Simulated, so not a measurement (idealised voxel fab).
This is a process module. Its name is voxel transistor to metal.
Each square cell in cross-section cut measures 5 nm, and the section as a whole is 195 nm wide.
Cross-sections here: square-cell grids, written as top-down lists of bands, a band being one or more rows of cells. Heads up on the band format: heights come first, top then bottom, in nm. After that it's the materials left to right, each with its width in nm. A single material flagged "all across" fills the whole band edge to edge, and "blank" means there's empty space there. Heights are expressed relative to 0, this being the level below which the as-received wafer comprises one material exclusively. The lowest band is unbounded in the downward direction and is denoted as in "from 0 down". A width given as "30 to 40" starts at the first number in the band's top row and ends at the second number in its bottom row, shifting by an equal amount at every step from row to row. Take "nothing got changed" at face value: in the step it is given for, the cross-section changed in none of its cells. The entry "Enclosed cavity list" lists the empty spaces that cover at least 8 cells and have no open path to the top. Each is written as width x height at distance, where the distance is measured from the left edge and all three values are in nm. On a step's line, text after the settings is the simulator commenting on that step. For masked steps, "overlay nm" on the step line gives how far right of plan the mask actually lay; a minus sign means it lay to the left. Pairs ahead. Before: cross-section ahead of one process step. After: cross-section once the step is done, shown to the lowest changed band only. Under each pair: that step, with settings. Caution: pairs may come from different runs of this module on the same starting wafer; a pair follows the pair above only where its "Before the process" entry says so.
## Before the process
  from 0 down  Si all across
  Enclosed cavity list: none
## Section, Post-Step
  from 0 to -5  SiO2 all across
  Nothing below the height -5 has changed.
  Enclosed cavity list: none
Here is the step that sits between the two cross-sections above: OXIDIZE | depth nm 5
Before the process: the cross-section after the pair above
## Section, Post-Step
  from 10 to 0  SiN all across
  Nothing below the height 0 has changed.
  Enclosed cavity list: none
Here is the step that sits between the two cross-sections above: CONFORMAL_DEP | material SiN | thk nm 10
Before the process: the cross-section after the pair above
## Section, Post-Step
  from 25 to 10  aC all across
  Nothing below the height 10 has changed.
  Enclosed cavity list: none
Here is the step that sits between the two cross-sections above: DIRECTIONAL_DEP | material aC | thk nm 15
Before the process: the cross-section after the pair above
## Section, Post-Step
  from 55 to 25  blank (30), resist (130), blank (35)
  Nothing below the height 25 has changed.
  Enclosed cavity list: none
Here is the step that sits between the two cross-sections above: PATTERN | tone cover | mask id ACTIVE | material resist | width nm 130 | thk nm 30 | overlay nm 0
Before the process: the cross-section after the pair above
## Section, Post-Step
  from 40 to 25  blank (30), resist (130), blank (35)
  from 25 to 10  blank (30), aC (130), blank (35)
  Nothing below the height 10 has changed.
  Enclosed cavity list: none
Here is the step that sits between the two cross-sections above: DIRECTIONAL_ETCH | etch materials aC | depth nm 15
Before the process: the cross-section after the pair above
## Section, Post-Step
  from 25 to 10  blank (30), aC (130), blank (35)
  Nothing below the height 10 has changed.
  Enclosed cavity list: none
Here is the step that sits between the two cross-sections above: STRIP | etch materials resist
Before the process: the cross-section after the pair above
## Section, Post-Step
  from 25 to 10  blank (30), aC (130), blank (35)
  from 10 to 0  blank (30), SiN (130), blank (35)
  Nothing below the height 0 has changed.
  Enclosed cavity list: none
Here is the step that sits between the two cross-sections above: DIRECTIONAL_ETCH | etch materials SiN | depth nm 10
Before the process: the cross-section after the pair above
## Section, Post-Step
  from 25 to 10  blank (30), aC (130), blank (35)
  from 10 to 0  blank (30), SiN (130), blank (35)
  from 0 to -5  blank (30), SiO2 (130), blank (35)
  Nothing below the height -5 has changed.
  Enclosed cavity list: none
Here is the step that sits between the two cross-sections above: DIRECTIONAL_ETCH | etch materials SiO2 | depth nm 5
Before the process: the cross-section after the pair above
## Section, Post-Step
  from 25 to 10  blank (30), aC (130), blank (35)
  from 10 to 0  blank (30), SiN (130), blank (35)
  from 0 to -5  blank (30), SiO2 (130), blank (35)
  from -5 to -35  blank (30), Si (130), blank (35)
  Nothing below the height -35 has changed.
  Enclosed cavity list: none
Here is the step that sits between the two cross-sections above: DIRECTIONAL_ETCH | etch materials Si | depth nm 30
Before the process: the cross-section after the pair above
## Section, Post-Step
  from 10 to 0  blank (30), SiN (130), blank (35)
  Nothing below the height 0 has changed.
  Enclosed cavity list: none
Here is the step that sits between the two cross-sections above: STRIP | etch materials aC
Before the process: the cross-section after the pair above
## Section, Post-Step
  from 15 to 10  SiO2 all across
  from 10 to 0  SiO2 (30), SiN (130), SiO2 (35)
  from 0 to -5  SiO2 all across
  from -5 to -35  SiO2 (30), Si (130), SiO2 (35)
  Nothing below the height -35 has changed.
  Enclosed cavity list: none
Here is the step that sits between the two cross-sections above: FILL_DEP | material SiO2 | thk nm 5
Before the process: the cross-section after the pair above
## Section, Post-Step
  from 10 to 0  SiO2 (30), SiN (130), SiO2 (35)
  Nothing below the height 0 has changed.
  Enclosed cavity list: none
Here is the step that sits between the two cross-sections above: CMP | height nm 10
Before the process: the cross-section after the pair above
## Section, Post-Step
  from 10 to 0  blank (30), SiN (130), blank (35)
  Nothing below the height 0 has changed.
  Enclosed cavity list: none
Here is the step that sits between the two cross-sections above: SELECTIVE_ETCH | etch materials SiO2 | depth nm 10
Before the process: the cross-section after the pair above
## Section, Post-Step
  from 0 to -5  SiO2 all across
  Nothing below the height -5 has changed.
  Enclosed cavity list: none
Here is the step that sits between the two cross-sections above: STRIP | etch materials SiN
Before the process: the cross-section after the pair above
## Section, Post-Step
  from -5 to -35  SiO2 (30), Si (130), SiO2 (35)
  Nothing below the height -35 has changed.
  Enclosed cavity list: none
Here is the step that sits between the two cross-sections above: SELECTIVE_ETCH | etch materials SiO2 | depth nm 5
Before the process: the cross-section after the pair above
## Section, Post-Step
  from -5 to -10  SiO2 all across
  Nothing below the height -10 has changed.
  Enclosed cavity list: none
Here is the step that sits between the two cross-sections above: OXIDIZE | depth nm 5
Before the process: the cross-section after the pair above
## Section, Post-Step
  from 25 to -5  polySi all across
  Nothing below the height -5 has changed.
  Enclosed cavity list: none
Here is the step that sits between the two cross-sections above: DIRECTIONAL_DEP | material polySi | thk nm 30
Before the process: the cross-section after the pair above
## Section, Post-Step
  from 35 to 25  SiCN all across
  Nothing below the height 25 has changed.
  Enclosed cavity list: none
Here is the step that sits between the two cross-sections above: DIRECTIONAL_DEP | material SiCN | thk nm 10
Before the process: the cross-section after the pair above
## Section, Post-Step
  from 50 to 35  aC all across
  Nothing below the height 35 has changed.
  Enclosed cavity list: none
Here is the step that sits between the two cross-sections above: DIRECTIONAL_DEP | material aC | thk nm 15
Before the process: the cross-section after the pair above
## Section, Post-Step
  from 80 to 50  blank (80), resist (30), blank (85)
  Nothing below the height 50 has changed.
  Enclosed cavity list: none
Here is the step that sits between the two cross-sections above: PATTERN | tone cover | mask id GATE | material resist | width nm 30 | thk nm 30 | overlay nm 0
Before the process: the cross-section after the pair above
## Section, Post-Step
  from 65 to 50  blank (80), resist (30), blank (85)
  from 50 to 35  blank (80), aC (30), blank (85)
  Nothing below the height 35 has changed.
  Enclosed cavity list: none
Here is the step that sits between the two cross-sections above: DIRECTIONAL_ETCH | etch materials aC | depth nm 15
Before the process: the cross-section after the pair above
## Section, Post-Step
  from 50 to 35  blank (80), aC (30), blank (85)
  Nothing below the height 35 has changed.
  Enclosed cavity list: none
Here is the step that sits between the two cross-sections above: STRIP | etch materials resist
Before the process: the cross-section after the pair above
## Section, Post-Step
  from 50 to 35  blank (80), aC (30), blank (85)
  from 35 to 25  blank (80), SiCN (30), blank (85)
  Nothing below the height 25 has changed.
  Enclosed cavity list: none
Here is the step that sits between the two cross-sections above: DIRECTIONAL_ETCH | etch materials SiCN | depth nm 20
Before the process: the cross-section after the pair above
## Section, Post-Step
  from 50 to 35  blank (80), aC (30), blank (85)
  from 35 to 25  blank (80), SiCN (30), blank (85)
  from 25 to -5  blank (80), polySi (30), blank (85)
  Nothing below the height -5 has changed.
  Enclosed cavity list: none
Here is the step that sits between the two cross-sections above: DIRECTIONAL_ETCH | etch materials polySi | depth nm 40
Before the process: the cross-section after the pair above
## Section, Post-Step
  from 35 to 25  blank (80), SiCN (30), blank (85)
  Nothing below the height 25 has changed.
  Enclosed cavity list: none
Here is the step that sits between the two cross-sections above: STRIP | etch materials aC
Before the process: the cross-section after the pair above
## Section, Post-Step
  from 45 to 35  blank (70), SiN (50), blank (75)
  from 35 to 25  blank (70), SiN (10), SiCN (30), SiN (10), blank (75)
  from 25 to 5  blank (70), SiN (10), polySi (30), SiN (10), blank (75)
  from 5 to -5  SiN (80), polySi (30), SiN (85)
  Nothing below the height -5 has changed.
  Enclosed cavity list: none
Here is the step that sits between the two cross-sections above: CONFORMAL_DEP | material SiN | thk nm 10
Before the process: the cross-section after the pair above
## Section, Post-Step
  from 35 to 25  blank (70), SiN (10), SiCN (30), SiN (10), blank (75)
  from 25 to -5  blank (70), SiN (10), polySi (30), SiN (10), blank (75)
  Nothing below the height -5 has changed.
  Enclosed cavity list: none
Here is the step that sits between the two cross-sections above: DIRECTIONAL_ETCH | etch materials SiN | depth nm 10
Before the process: the cross-section after the pair above
## Section, Post-Step
  from 35 to 25  blank (70), SiN (10), SiCN (30), SiN (10), blank (75)
  from 25 to -5  blank (70), SiN (10), polySi (30), SiN (10), blank (75)
  from -5 to -10  blank (70), SiO2 (50), blank (75)
  Nothing below the height -10 has changed.
  Enclosed cavity list: none
Here is the step that sits between the two cross-sections above: DIRECTIONAL_ETCH | etch materials SiO2 | depth nm 5
Before the process: the cross-section after the pair above
## Section, Post-Step
  from 35 to 25  blank (70), SiN (10), SiCN (30), SiN (10), blank (75)
  from 25 to -5  blank (70), SiN (10), polySi (30), SiN (10), blank (75)
  from -5 to -10  blank (70), SiO2 (50), blank (75)
  from -10 to -20  SiO2 (30), blank (40), Si (50), blank (40), SiO2 (35)
  Nothing below the height -20 has changed.
  Enclosed cavity list: none
Here is the step that sits between the two cross-sections above: DIRECTIONAL_ETCH | etch materials Si | depth nm 10
Before the process: the cross-section after the pair above
## Section, Post-Step
  from 35 to 25  blank (70), SiN (10), SiCN (30), SiN (10), blank (75)
  from 25 to 0  blank (70), SiN (10), polySi (30), SiN (10), blank (75)
  from 0 to -5  blank (60), pSi (10), SiN (10), polySi (30), SiN (10), pSi (10), blank (65)
  from -5 to -10  blank (60), pSi (10), SiO2 (50), pSi (10), blank (65)
  from -10 to -20  SiO2 (30), pSi (40), Si (50), pSi (40), SiO2 (35)
  Nothing below the height -20 has changed.
  Enclosed cavity list: none
Here is the step that sits between the two cross-sections above: EPI | material pSi | thk nm 10
Before the process: the cross-section after the pair above
## Section, Post-Step
  from 45 to 35  SiO2 all across
  from 35 to 25  SiO2 (70), SiN (10), SiCN (30), SiN (10), SiO2 (75)
  from 25 to 0  SiO2 (70), SiN (10), polySi (30), SiN (10), SiO2 (75)
  from 0 to -5  SiO2 (60), pSi (10), SiN (10), polySi (30), SiN (10), pSi (10), SiO2 (65)
  from -5 to -10  SiO2 (60), pSi (10), SiO2 (50), pSi (10), SiO2 (65)
  Nothing below the height -10 has changed.
  Enclosed cavity list: none
Here is the step that sits between the two cross-sections above: FILL_DEP | material SiO2 | thk nm 10
Before the process: the cross-section after the pair above
## Section, Post-Step
  from 25 to 0  SiO2 (70), SiN (10), polySi (30), SiN (10), SiO2 (75)
  Nothing below the height 0 has changed.
  Enclosed cavity list: none
Here is the step that sits between the two cross-sections above: CMP | height nm 25
Before the process: the cross-section after the pair above
## Section, Post-Step
  from 25 to 0  SiO2 (70), SiN (10), blank (30), SiN (10), SiO2 (75)
  from 0 to -5  SiO2 (60), pSi (10), SiN (10), blank (30), SiN (10), pSi (10), SiO2 (65)
  Nothing below the height -5 has changed.
  Enclosed cavity list: none
Here is the step that sits between the two cross-sections above: STRIP | etch materials polySi
Before the process: the cross-section after the pair above
## Section, Post-Step
  from 25 to 20  blank (70), SiN (10), blank (30), SiN (10), blank (75)
  from 20 to 0  SiO2 (70), SiN (10), blank (30), SiN (10), SiO2 (75)
  from 0 to -5  SiO2 (60), pSi (10), SiN (10), blank (30), SiN (10), pSi (10), SiO2 (65)
  from -5 to -10  SiO2 (60), pSi (10), SiO2 (5), blank (40), SiO2 (5), pSi (10), SiO2 (65)
  Nothing below the height -10 has changed.
  Enclosed cavity list: none
Here is the step that sits between the two cross-sections above: SELECTIVE_ETCH | etch materials SiO2 | depth nm 5
Before the process: the cross-section after the pair above
## Section, Post-Step
  from 30 to 25  blank (65), HfO2 (20), blank (20), HfO2 (20), blank (70)
  from 25 to 20  HfO2 (70), SiN (10), HfO2 (5), blank (20), HfO2 (5), SiN (10), HfO2 (75)
  from 20 to 0  SiO2 (70), SiN (10), HfO2 (5), blank (20), HfO2 (5), SiN (10), SiO2 (75)
  from 0 to -5  SiO2 (60), pSi (10), SiN (10), HfO2 (5), blank (20), HfO2 (5), SiN (10), pSi (10), SiO2 (65)
  from -5 to -10  SiO2 (60), pSi (10), SiO2 (5), HfO2 (40), SiO2 (5), pSi (10), SiO2 (65)
  Nothing below the height -10 has changed.
  Enclosed cavity list: none
Here is the step that sits between the two cross-sections above: CONFORMAL_DEP | material HfO2 | thk nm 5
Before the process: the cross-section after the pair above
## Section, Post-Step
  from 35 to 30  blank (60), TiN (30), blank (10), TiN (30), blank (65)
  from 30 to 25  TiN (65), HfO2 (20), TiN (5), blank (10), TiN (5), HfO2 (20), TiN (70)
  from 25 to 20  HfO2 (70), SiN (10), HfO2 (5), TiN (5), blank (10), TiN (5), HfO2 (5), SiN (10), HfO2 (75)
  from 20 to 0  SiO2 (70), SiN (10), HfO2 (5), TiN (5), blank (10), TiN (5), HfO2 (5), SiN (10), SiO2 (75)
  from 0 to -5  SiO2 (60), pSi (10), SiN (10), HfO2 (5), TiN (20), HfO2 (5), SiN (10), pSi (10), SiO2 (65)
  Nothing below the height -5 has changed.
  Enclosed cavity list: none
Here is the step that sits between the two cross-sections above: CONFORMAL_DEP | material TiN | thk nm 5
Before the process: the cross-section after the pair above
## Section, Post-Step
  from 45 to 35  W all across
  from 35 to 30  W (60), TiN (30), W (10), TiN (30), W (65)
  from 30 to 25  TiN (65), HfO2 (20), TiN (5), W (10), TiN (5), HfO2 (20), TiN (70)
  from 25 to 20  HfO2 (70), SiN (10), HfO2 (5), TiN (5), W (10), TiN (5), HfO2 (5), SiN (10), HfO2 (75)
  from 20 to 0  SiO2 (70), SiN (10), HfO2 (5), TiN (5), W (10), TiN (5), HfO2 (5), SiN (10), SiO2 (75)
  Nothing below the height 0 has changed.
  Enclosed cavity list: none
Here is the step that sits between the two cross-sections above: FILL_DEP | material W | thk nm 10
Before the process: the cross-section after the pair above
## Section, Post-Step
  from 20 to 0  SiO2 (70), SiN (10), HfO2 (5), TiN (5), W (10), TiN (5), HfO2 (5), SiN (10), SiO2 (75)
  Nothing below the height 0 has changed.
  Enclosed cavity list: none
Here is the step that sits between the two cross-sections above: CMP | height nm 20
Before the process: the cross-section after the pair above
## Section, Post-Step
  from 30 to 20  SiO2 all across
  Nothing below the height 20 has changed.
  Enclosed cavity list: none
Here is the step that sits between the two cross-sections above: DIRECTIONAL_DEP | material SiO2 | thk nm 10
Before the process: the cross-section after the pair above
## Section, Post-Step
  from 50 to 30  resist (40), blank (20), resist (70), blank (20), resist (45)
  Nothing below the height 30 has changed.
  Enclosed cavity list: none
Here is the step that sits between the two cross-sections above: PATTERN | tone open | mask id CONTACT | material resist | width nm 20 | pitch nm 90 | thk nm 20 | overlay nm 0
Before the process: the cross-section after the pair above
## Section, Post-Step
  from 50 to 30  resist (40), blank (20), resist (70), blank (20), resist (45)
  from 30 to 20  SiO2 (40), blank (20), SiO2 (70), blank (20), SiO2 (45)
  from 20 to 0  SiO2 (40), blank (20), SiO2 (10), SiN (10), HfO2 (5), TiN (5), W (10), TiN (5), HfO2 (5), SiN (10), SiO2 (10), blank (20), SiO2 (45)
  from 0 to -5  SiO2 (40), blank (20), pSi (10), SiN (10), HfO2 (5), TiN (20), HfO2 (5), SiN (10), pSi (10), blank (20), SiO2 (45)
  from -5 to -10  SiO2 (40), blank (20), pSi (10), SiO2 (5), HfO2 (40), SiO2 (5), pSi (10), blank (20), SiO2 (45)
  Nothing below the height -10 has changed.
  Enclosed cavity list: none
Here is the step that sits between the two cross-sections above: DIRECTIONAL_ETCH | etch materials SiO2 | depth nm 40
Before the process: the cross-section after the pair above
## Section, Post-Step
  from 30 to 20  SiO2 (40), blank (20), SiO2 (70), blank (20), SiO2 (45)
  Nothing below the height 20 has changed.
  Enclosed cavity list: none
Here is the step that sits between the two cross-sections above: STRIP | etch materials resist
Before the process: the cross-section after the pair above
## Section, Post-Step
  from 35 to 30  TiN (45), blank (10), TiN (80), blank (10), TiN (50)
  from 30 to 20  SiO2 (40), TiN (5), blank (10), TiN (5), SiO2 (70), TiN (5), blank (10), TiN (5), SiO2 (45)
  from 20 to 0  SiO2 (40), TiN (5), blank (10), TiN (5), SiO2 (10), SiN (10), HfO2 (5), TiN (5), W (10), TiN (5), HfO2 (5), SiN (10), SiO2 (10), TiN (5), blank (10), TiN (5), SiO2 (45)
  from 0 to -5  SiO2 (40), TiN (5), blank (10), TiN (5), pSi (10), SiN (10), HfO2 (5), TiN (20), HfO2 (5), SiN (10), pSi (10), TiN (5), blank (10), TiN (5), SiO2 (45)
  from -5 to -10  SiO2 (40), TiN (20), pSi (10), SiO2 (5), HfO2 (40), SiO2 (5), pSi (10), TiN (20), SiO2 (45)
  Nothing below the height -10 has changed.
  Enclosed cavity list: none
Here is the step that sits between the two cross-sections above: CONFORMAL_DEP | material TiN | thk nm 5
Before the process: the cross-section after the pair above
## Section, Post-Step
  from 45 to 35  W all across
  from 35 to 30  TiN (45), W (10), TiN (80), W (10), TiN (50)
  from 30 to 20  SiO2 (40), TiN (5), W (10), TiN (5), SiO2 (70), TiN (5), W (10), TiN (5), SiO2 (45)
  from 20 to 0  SiO2 (40), TiN (5), W (10), TiN (5), SiO2 (10), SiN (10), HfO2 (5), TiN (5), W (10), TiN (5), HfO2 (5), SiN (10), SiO2 (10), TiN (5), W (10), TiN (5), SiO2 (45)
  from 0 to -5  SiO2 (40), TiN (5), W (10), TiN (5), pSi (10), SiN (10), HfO2 (5), TiN (20), HfO2 (5), SiN (10), pSi (10), TiN (5), W (10), TiN (5), SiO2 (45)
  Nothing below the height -5 has changed.
  Enclosed cavity list: none
Here is the step that sits between the two cross-sections above: FILL_DEP | material W | thk nm 10
Before the process: the cross-section after the pair above
## Section, Post-Step
  from 30 to 20  SiO2 (40), TiN (5), W (10), TiN (5), SiO2 (70), TiN (5), W (10), TiN (5), SiO2 (45)
  Nothing below the height 20 has changed.
  Enclosed cavity list: none
Here is the step that sits between the two cross-sections above: CMP | height nm 30
Before the process: the cross-section after the pair above
## Section, Post-Step
  from 35 to 30  TiN all across
  Nothing below the height 30 has changed.
  Enclosed cavity list: none
Here is the step that sits between the two cross-sections above: DIRECTIONAL_DEP | material TiN | thk nm 5
Before the process: the cross-section after the pair above
## Section, Post-Step
  from 60 to 35  Ru all across
  Nothing below the height 35 has changed.
  Enclosed cavity list: none
Here is the step that sits between the two cross-sections above: DIRECTIONAL_DEP | material Ru | thk nm 25
Before the process: the cross-section after the pair above
## Section, Post-Step
  from 60 to 35  blank (40), Ru (20), blank (70), Ru (20), blank (45)
  Nothing below the height 35 has changed.
  Enclosed cavity list: none
Here is the step that sits between the two cross-sections above: MASKED_ETCH | tone cover | mask id METAL_1 | width nm 20 | pitch nm 90 | etch materials Ru | depth nm 25 | overlay nm 0
Before the process: the cross-section after the pair above
## Section, Post-Step
  from 60 to 35  blank (40), Ru (20), blank (70), Ru (20), blank (45)
  from 35 to 30  blank (40), TiN (20), blank (70), TiN (20), blank (45)
  Nothing below the height 30 has changed.
  Enclosed cavity list: none
Here is the step that sits between the two cross-sections above: MASKED_ETCH | tone cover | mask id METAL_1 | width nm 20 | pitch nm 90 | etch materials TiN | depth nm 5 | overlay nm 0
Before the process: the cross-section after the pair above
## Section, Post-Step
  from 65 to 60  blank (35), SiN (30), blank (60), SiN (30), blank (40)
  from 60 to 35  blank (35), SiN (5), Ru (20), SiN (5), blank (60), SiN (5), Ru (20), SiN (5), blank (40)
  from 35 to 30  SiN (40), TiN (20), SiN (70), TiN (20), SiN (45)
  Nothing below the height 30 has changed.
  Enclosed cavity list: none
Here is the step that sits between the two cross-sections above: CONFORMAL_DEP | material SiN | thk nm 5
Before the process: the cross-section after the pair above
## Section, Post-Step
  from 70 to 65  SiO2 all across
  from 65 to 60  SiO2 (35), SiN (30), SiO2 (60), SiN (30), SiO2 (40)
  from 60 to 35  SiO2 (35), SiN (5), Ru (20), SiN (5), SiO2 (60), SiN (5), Ru (20), SiN (5), SiO2 (40)
  Nothing below the height 35 has changed.
  Enclosed cavity list: none
Here is the step that sits between the two cross-sections above: FILL_DEP | material SiO2 | thk nm 5
Before the process: the cross-section after the pair above
## Section, Post-Step
  from 60 to 35  SiO2 (35), SiN (5), Ru (20), SiN (5), SiO2 (60), SiN (5), Ru (20), SiN (5), SiO2 (40)
  Nothing below the height 35 has changed.
  Enclosed cavity list: none
Here is the step that sits between the two cross-sections above: CMP | height nm 60
Before the process: the cross-section after the pair above
## Section, Post-Step
  from 65 to 60  SiCN all across
  Nothing below the height 60 has changed.
  Enclosed cavity list: none
Here is the step that sits between the two cross-sections above: CONFORMAL_DEP | material SiCN | thk nm 5
## Before the process
  from 25 to 20  blank (70), SiN (10), blank (30), SiN (10), blank (75)
  from 20 to 0  SiO2 (70), SiN (10), blank (30), SiN (10), SiO2 (75)
  from 0 to -5  SiO2 (60), pSi (10), SiN (10), blank (30), SiN (10), pSi (10), SiO2 (65)
  from -5 to -10  SiO2 (60), pSi (10), SiO2 (5), blank (40), SiO2 (5), pSi (10), SiO2 (65)
  from -10 to -20  SiO2 (30), pSi (40), Si (50), pSi (40), SiO2 (35)
  from -20 to -35  SiO2 (30), Si (130), SiO2 (35)
  from -35 down  Si all across
  Enclosed cavity list: none
## Section, Post-Step
  from 30 to 25  blank (65), TiN (20), blank (20), TiN (20), blank (70)
  from 25 to 20  TiN (70), SiN (10), TiN (5), blank (20), TiN (5), SiN (10), TiN (75)
  from 20 to 0  SiO2 (70), SiN (10), TiN (5), blank (20), TiN (5), SiN (10), SiO2 (75)
  from 0 to -5  SiO2 (60), pSi (10), SiN (10), TiN (5), blank (20), TiN (5), SiN (10), pSi (10), SiO2 (65)
  from -5 to -10  SiO2 (60), pSi (10), SiO2 (5), TiN (40), SiO2 (5), pSi (10), SiO2 (65)
  Nothing below the height -10 has changed.
  Enclosed cavity list: none
Here is the step that sits between the two cross-sections above: CONFORMAL_DEP | material TiN | thk nm 5
Before the process: the cross-section after the pair above
## Section, Post-Step
  from 40 to 30  W all across
  from 30 to 25  W (65), TiN (20), W (20), TiN (20), W (70)
  from 25 to 20  TiN (70), SiN (10), TiN (5), W (20), TiN (5), SiN (10), TiN (75)
  from 20 to 0  SiO2 (70), SiN (10), TiN (5), W (20), TiN (5), SiN (10), SiO2 (75)
  from 0 to -5  SiO2 (60), pSi (10), SiN (10), TiN (5), W (20), TiN (5), SiN (10), pSi (10), SiO2 (65)
  Nothing below the height -5 has changed.
  Enclosed cavity list: none
Here is the step that sits between the two cross-sections above: FILL_DEP | material W | thk nm 10
Before the process: the cross-section after the pair above
## Section, Post-Step
  from 20 to 0  SiO2 (70), SiN (10), TiN (5), W (20), TiN (5), SiN (10), SiO2 (75)
  Nothing below the height 0 has changed.
  Enclosed cavity list: none
Here is the step that sits between the two cross-sections above: CMP | height nm 20
Before the process: the cross-section after the pair above
## Section, Post-Step
  from 30 to 20  SiO2 all across
  Nothing below the height 20 has changed.
  Enclosed cavity list: none
Here is the step that sits between the two cross-sections above: DIRECTIONAL_DEP | material SiO2 | thk nm 10
Before the process: the cross-section after the pair above
## Section, Post-Step
  from 50 to 30  resist (40), blank (20), resist (70), blank (20), resist (45)
  Nothing below the height 30 has changed.
  Enclosed cavity list: none
Here is the step that sits between the two cross-sections above: PATTERN | tone open | mask id CONTACT | material resist | width nm 20 | pitch nm 90 | thk nm 20 | overlay nm 0
Before the process: the cross-section after the pair above
## Section, Post-Step
  from 50 to 30  resist (40), blank (20), resist (70), blank (20), resist (45)
  from 30 to 20  SiO2 (40), blank (20), SiO2 (70), blank (20), SiO2 (45)
  from 20 to 0  SiO2 (40), blank (20), SiO2 (10), SiN (10), TiN (5), W (20), TiN (5), SiN (10), SiO2 (10), blank (20), SiO2 (45)
  from 0 to -5  SiO2 (40), blank (20), pSi (10), SiN (10), TiN (5), W (20), TiN (5), SiN (10), pSi (10), blank (20), SiO2 (45)
  from -5 to -10  SiO2 (40), blank (20), pSi (10), SiO2 (5), TiN (40), SiO2 (5), pSi (10), blank (20), SiO2 (45)
  Nothing below the height -10 has changed.
  Enclosed cavity list: none
Here is the step that sits between the two cross-sections above: DIRECTIONAL_ETCH | etch materials SiO2 | depth nm 40
Before the process: the cross-section after the pair above
## Section, Post-Step
  from 30 to 20  SiO2 (40), blank (20), SiO2 (70), blank (20), SiO2 (45)
  Nothing below the height 20 has changed.
  Enclosed cavity list: none
Here is the step that sits between the two cross-sections above: STRIP | etch materials resist
Before the process: the cross-section after the pair above
## Section, Post-Step
  from 35 to 30  TiN (45), blank (10), TiN (80), blank (10), TiN (50)
  from 30 to 20  SiO2 (40), TiN (5), blank (10), TiN (5), SiO2 (70), TiN (5), blank (10), TiN (5), SiO2 (45)
  from 20 to 0  SiO2 (40), TiN (5), blank (10), TiN (5), SiO2 (10), SiN (10), TiN (5), W (20), TiN (5), SiN (10), SiO2 (10), TiN (5), blank (10), TiN (5), SiO2 (45)
  from 0 to -5  SiO2 (40), TiN (5), blank (10), TiN (5), pSi (10), SiN (10), TiN (5), W (20), TiN (5), SiN (10), pSi (10), TiN (5), blank (10), TiN (5), SiO2 (45)
  from -5 to -10  SiO2 (40), TiN (20), pSi (10), SiO2 (5), TiN (40), SiO2 (5), pSi (10), TiN (20), SiO2 (45)
  Nothing below the height -10 has changed.
  Enclosed cavity list: none
Here is the step that sits between the two cross-sections above: CONFORMAL_DEP | material TiN | thk nm 5
Before the process: the cross-section after the pair above
## Section, Post-Step
  from 45 to 35  W all across
  from 35 to 30  TiN (45), W (10), TiN (80), W (10), TiN (50)
  from 30 to 20  SiO2 (40), TiN (5), W (10), TiN (5), SiO2 (70), TiN (5), W (10), TiN (5), SiO2 (45)
  from 20 to 0  SiO2 (40), TiN (5), W (10), TiN (5), SiO2 (10), SiN (10), TiN (5), W (20), TiN (5), SiN (10), SiO2 (10), TiN (5), W (10), TiN (5), SiO2 (45)
  from 0 to -5  SiO2 (40), TiN (5), W (10), TiN (5), pSi (10), SiN (10), TiN (5), W (20), TiN (5), SiN (10), pSi (10), TiN (5), W (10), TiN (5), SiO2 (45)
  Nothing below the height -5 has changed.
  Enclosed cavity list: none
Here is the step that sits between the two cross-sections above: FILL_DEP | material W | thk nm 10
Before the process: the cross-section after the pair above
## Section, Post-Step
  from 30 to 20  SiO2 (40), TiN (5), W (10), TiN (5), SiO2 (70), TiN (5), W (10), TiN (5), SiO2 (45)
  Nothing below the height 20 has changed.
  Enclosed cavity list: none
Here is the step that sits between the two cross-sections above: CMP | height nm 30
Before the process: the cross-section after the pair above
## Section, Post-Step
  from 35 to 30  TiN all across
  Nothing below the height 30 has changed.
  Enclosed cavity list: none
Here is the step that sits between the two cross-sections above: DIRECTIONAL_DEP | material TiN | thk nm 5
Before the process: the cross-section after the pair above
## Section, Post-Step
  from 60 to 35  Ru all across
  Nothing below the height 35 has changed.
  Enclosed cavity list: none
Here is the step that sits between the two cross-sections above: DIRECTIONAL_DEP | material Ru | thk nm 25
Before the process: the cross-section after the pair above
## Section, Post-Step
  from 60 to 35  blank (40), Ru (20), blank (70), Ru (20), blank (45)
  Nothing below the height 35 has changed.
  Enclosed cavity list: none
Here is the step that sits between the two cross-sections above: MASKED_ETCH | tone cover | mask id METAL_1 | width nm 20 | pitch nm 90 | etch materials Ru | depth nm 25 | overlay nm 0
Before the process: the cross-section after the pair above
## Section, Post-Step
  from 60 to 35  blank (40), Ru (20), blank (70), Ru (20), blank (45)
  from 35 to 30  blank (40), TiN (20), blank (70), TiN (20), blank (45)
  Nothing below the height 30 has changed.
  Enclosed cavity list: none
Here is the step that sits between the two cross-sections above: MASKED_ETCH | tone cover | mask id METAL_1 | width nm 20 | pitch nm 90 | etch materials TiN | depth nm 5 | overlay nm 0
Before the process: the cross-section after the pair above
## Section, Post-Step
  from 65 to 60  blank (35), SiN (30), blank (60), SiN (30), blank (40)
  from 60 to 35  blank (35), SiN (5), Ru (20), SiN (5), blank (60), SiN (5), Ru (20), SiN (5), blank (40)
  from 35 to 30  SiN (40), TiN (20), SiN (70), TiN (20), SiN (45)
  Nothing below the height 30 has changed.
  Enclosed cavity list: none
Here is the step that sits between the two cross-sections above: CONFORMAL_DEP | material SiN | thk nm 5
Before the process: the cross-section after the pair above
## Section, Post-Step
  from 70 to 65  SiO2 all across
  from 65 to 60  SiO2 (35), SiN (30), SiO2 (60), SiN (30), SiO2 (40)
  from 60 to 35  SiO2 (35), SiN (5), Ru (20), SiN (5), SiO2 (60), SiN (5), Ru (20), SiN (5), SiO2 (40)
  Nothing below the height 35 has changed.
  Enclosed cavity list: none
Here is the step that sits between the two cross-sections above: FILL_DEP | material SiO2 | thk nm 5
Before the process: the cross-section after the pair above
## Section, Post-Step
  from 60 to 35  SiO2 (35), SiN (5), Ru (20), SiN (5), SiO2 (60), SiN (5), Ru (20), SiN (5), SiO2 (40)
  Nothing below the height 35 has changed.
  Enclosed cavity list: none
Here is the step that sits between the two cross-sections above: CMP | height nm 60
Before the process: the cross-section after the pair above
## Section, Post-Step
  from 65 to 60  SiCN all across
  Nothing below the height 60 has changed.
  Enclosed cavity list: none
Here is the step that sits between the two cross-sections above: CONFORMAL_DEP | material SiCN | thk nm 5
## Before the process
  from 25 to 10  blank (30), aC (130), blank (35)
  from 10 to 0  blank (30), SiN (130), blank (35)
  from 0 to -5  blank (30), SiO2 (130), blank (35)
  from -5 to -35  blank (30), Si (130), blank (35)
  from -35 down  Si all across
  Enclosed cavity list: none
## Section, Post-Step
  from 25 to 10  blank (30), aC (130), blank (35)
  from 10 to 0  blank (30), SiN (130), blank (35)
  from 0 to -5  blank (30), SiO2 (130), blank (35)
  from -5 to -65  blank (30), Si (130), blank (35)
  Nothing below the height -65 has changed.
  Enclosed cavity list: none
Here is the step that sits between the two cross-sections above: DIRECTIONAL_ETCH | etch materials Si | depth nm 30
